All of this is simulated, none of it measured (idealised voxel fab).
Documented hereafter: the process module known as voxel wiring stack.
Xsec cut, 210 nm wide, square cell size 5 nm.
Square cells in a grid make up a cross-section in this document, and the grid is given as bands, listed from the top down, each one or more rows of cells. In this notation a band is specified by the heights of its top and bottom, in that order and in nm, after which its materials appear from left to right, each paired with its width in nm. The word "edge to edge" attached to a single material means that material fills the band from edge to edge; the word "blank" stands for empty space. Heights from 0 (as-received wafer is one material below). Bottom band endless downward, as "0..down". The width entry "30->40" should be interpreted row by row: the top row of cells in the band takes the first number, the bottom row takes the second number, and the change between adjacent rows is uniform throughout. "nothing altered" -> step changed no cross-section cell. Listed in "Voids, fully enclosed": every empty space of 8 or more cells without an open way to the top. Form: width x height at distance, the distance being from the left edge, all in nm. Step line, after settings: the simulator's comment on this step. The line of a step may include "overlay nm". On a step with a mask, this value is how far to the right of its planned place the mask lay. A negative value means the mask lay to the left.

# Planned process steps
1,RECEIVE with material Si
2,CONFORMAL_DEP with material SiO2, thk nm 15
3,CONFORMAL_DEP with material SiCN, thk nm 5
4,DIRECTIONAL_DEP with material lowk, thk nm 15
5,PATTERN with tone open, mask id METAL_1, material resist, width nm 30, pitch nm 45, thk nm 15, overlay nm 0
6,DIRECTIONAL_ETCH with etch materials lowk, depth nm 15
7,DIRECTIONAL_ETCH with etch materials SiCN, depth nm 5
8,STRIP with etch materials resist
9,CONFORMAL_DEP with material TiN, thk nm 5
10,FILL_DEP with material W, thk nm 5
11,CMP with height nm 35
12,CONFORMAL_DEP with material SiCN, thk nm 5
13,DIRECTIONAL_DEP with material lowk, thk nm 20
14,PATTERN with tone open, mask id PLUG_1, material resist, width nm 15, pitch nm 45, thk nm 20, overlay nm 0
15,DIRECTIONAL_ETCH with etch materials lowk, depth nm 20
16,DIRECTIONAL_ETCH with etch materials SiCN, depth nm 5
17,STRIP with etch materials resist
18,CONFORMAL_DEP with material TiN, thk nm 5
19,FILL_DEP with material Ru, thk nm 10
20,CMP with height nm 60
21,DIRECTIONAL_DEP with material TiN, thk nm 5
22,DIRECTIONAL_DEP with material W, thk nm 25
23,DIRECTIONAL_DEP with material aC, thk nm 10
24,PATTERN with tone cover, mask id METAL_2, material resist, width nm 30, pitch nm 45, thk nm 30, overlay nm 0
25,DIRECTIONAL_ETCH with etch materials aC, depth nm 10
26,STRIP with etch materials resist
27,DIRECTIONAL_ETCH with etch materials W, depth nm 25
28,DIRECTIONAL_ETCH with etch materials TiN, depth nm 5
29,STRIP with etch materials aC
30,FILL_DEP with material lowk, thk nm 5
31,CMP with height nm 90
32,CONFORMAL_DEP with material SiCN, thk nm 5
33,DIRECTIONAL_DEP with material SiO2, thk nm 35
34,PATTERN with tone open, mask id METAL_3_HOLES, material resist, width nm 15, pitch nm 45, thk nm 20, overlay nm 0
35,DIRECTIONAL_ETCH with etch materials SiO2, depth nm 35
36,STRIP with etch materials resist
37,DIRECTIONAL_DEP with material aC, thk nm 15
38,PATTERN with tone open, mask id METAL_3, material resist, width nm 30, pitch nm 45, thk nm 30, overlay nm 0
39,DIRECTIONAL_ETCH with etch materials aC, depth nm 15
40,STRIP with etch materials resist
41,DIRECTIONAL_ETCH with etch materials SiO2, depth nm 20
42,DIRECTIONAL_ETCH with etch materials SiCN, depth nm 5
43,STRIP with etch materials aC
44,CONFORMAL_DEP with material TiN, thk nm 5
45,FILL_DEP with material Ru, thk nm 10
46,CMP with height nm 130
47,CONFORMAL_DEP with material SiN, thk nm 5

# as received, after step 1
- 0..down  Si edge to edge
- Voids, fully enclosed: none

# The cross-section shown corresponds to the wafer at the conclusion of the module. The initial structure and the process plan are those presented above; however, one mistake occurred in executing the plan
- 135..130  SiN edge to edge
- 130..115  20 SiO2, then 5 TiN, then 20 Ru, then 5 TiN, then 15 SiO2, then 5 TiN, then 20 Ru, then 5 TiN, then 15 SiO2, then 5 TiN, then 20 Ru, then 5 TiN, then 15 SiO2, then 5 TiN, then 20 Ru, then 5 TiN, then 25 SiO2
- 115..110  20 SiO2, then 5 TiN, then 5 Ru, then 20 TiN, then 15 SiO2, then 5 TiN, then 5 Ru, then 20 TiN, then 15 SiO2, then 5 TiN, then 5 Ru, then 20 TiN, then 15 SiO2, then 5 TiN, then 5 Ru, then 20 TiN, then 25 SiO2
- 110..95  20 SiO2, then 5 TiN, then 5 Ru, then 5 TiN, then 30 SiO2, then 5 TiN, then 5 Ru, then 5 TiN, then 30 SiO2, then 5 TiN, then 5 Ru, then 5 TiN, then 30 SiO2, then 5 TiN, then 5 Ru, then 5 TiN, then 40 SiO2
- 95..90  20 SiCN, then 15 TiN, then 30 SiCN, then 15 TiN, then 30 SiCN, then 15 TiN, then 30 SiCN, then 15 TiN, then 40 SiCN
- 90..85  20 lowk, then 30 TiN, then 15 lowk, then 30 TiN, then 15 lowk, then 30 TiN, then 15 lowk, then 30 TiN, then 25 lowk
- 85..60  W edge to edge
- 60..40  20 lowk, then 5 TiN, then 5 Ru, then 5 TiN, then 30 lowk, then 5 TiN, then 5 Ru, then 5 TiN, then 30 lowk, then 5 TiN, then 5 Ru, then 5 TiN, then 30 lowk, then 5 TiN, then 5 Ru, then 5 TiN, then 40 lowk
- 40..35  20 SiCN, then 15 TiN, then 30 SiCN, then 15 TiN, then 30 SiCN, then 15 TiN, then 30 SiCN, then 15 TiN, then 40 SiCN
- 35..20  20 lowk, then 5 TiN, then 20 W, then 5 TiN, then 15 lowk, then 5 TiN, then 20 W, then 5 TiN, then 15 lowk, then 5 TiN, then 20 W, then 5 TiN, then 15 lowk, then 5 TiN, then 20 W, then 5 TiN, then 25 lowk
- 20..15  20 SiCN, then 30 TiN, then 15 SiCN, then 30 TiN, then 15 SiCN, then 30 TiN, then 15 SiCN, then 30 TiN, then 25 SiCN
- 15..0  SiO2 edge to edge
- 0..down  Si edge to edge
- Voids, fully enclosed: none
What was done differently from what was planned? mixed up steps 21 and 22 - ran each in the other's place
